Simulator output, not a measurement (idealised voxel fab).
Documented hereafter: the process module known as voxel trench capacitor.
For reference, the cross-section in this document is cut, with width 230 nm and square cells of 5 nm.
Just so we're on the same page, the cross-sections are grids of square cells, and they're listed out in bands top to bottom, each band one or more rows deep.
Read a band's entry like this: the first values are the height of its top and the height of its bottom in nm, and what follows is the sequence of materials from left to right, each with its width in nm. Note that "empty" is empty space, and that a single material marked "everywhere" reaches across the band from edge to edge.
Heights are measured from 0, the level below which the as-received wafer is all one material; the lowest band has no bottom and continues downward, written as in "0 nm and below".
It should be noted that a width expressed as "30->40" varies in equal increments from row to row of cells within the band, taking the value of the first number at the top row and that of the second number at the bottom row.
Basically "nothing got changed" means that step didn't change any cell in the cross-section.
Under "Cavities, closed" you'll find the enclosed gaps, the ones with no way out to the top, that are 8 cells or bigger; each reads width x height at distance, with distance counted from the left edge, everything in nm.
On each step's line, the part that comes after the settings is the simulator's own comment on the step.
The line of a step may include "overlay nm". On a step with a mask, this value is how far to the right of its planned place the mask lay. A negative value means the mask lay to the left.

## The following list gives the planned process steps
1,RECEIVE | material Si
2,CONFORMAL_DEP | material SiN | thk nm 10
3,PATTERN | tone open | mask id TRENCH | material resist | width nm 25 | pitch nm 55 | thk nm 15 | overlay nm 0
4,DIRECTIONAL_ETCH | etch materials SiN | depth nm 10
5,DIRECTIONAL_ETCH | etch materials Si | depth nm 30
6,STRIP | etch materials resist
7,CONFORMAL_DEP | material Al2O3 | thk nm 5
8,FILL_DEP | material polySi | thk nm 10
9,CMP | height nm 10

## So this is the incoming wafer in cross-section - it's already been through step 1
> 0 nm and below  Si everywhere
> Cavities, closed: none

## a wafer at the end: this start, this plan, one mistake
> 10 nm to 0 nm  Al2O3 everywhere
> 0 nm and below  Si everywhere
> Cavities, closed: none
Which mistake was made when the wafer was run? it should be noted that step 2 was executed with settings other than those planned, the operation and settings actually applied being CONFORMAL_DEP | material Al2O3 | thk nm 10
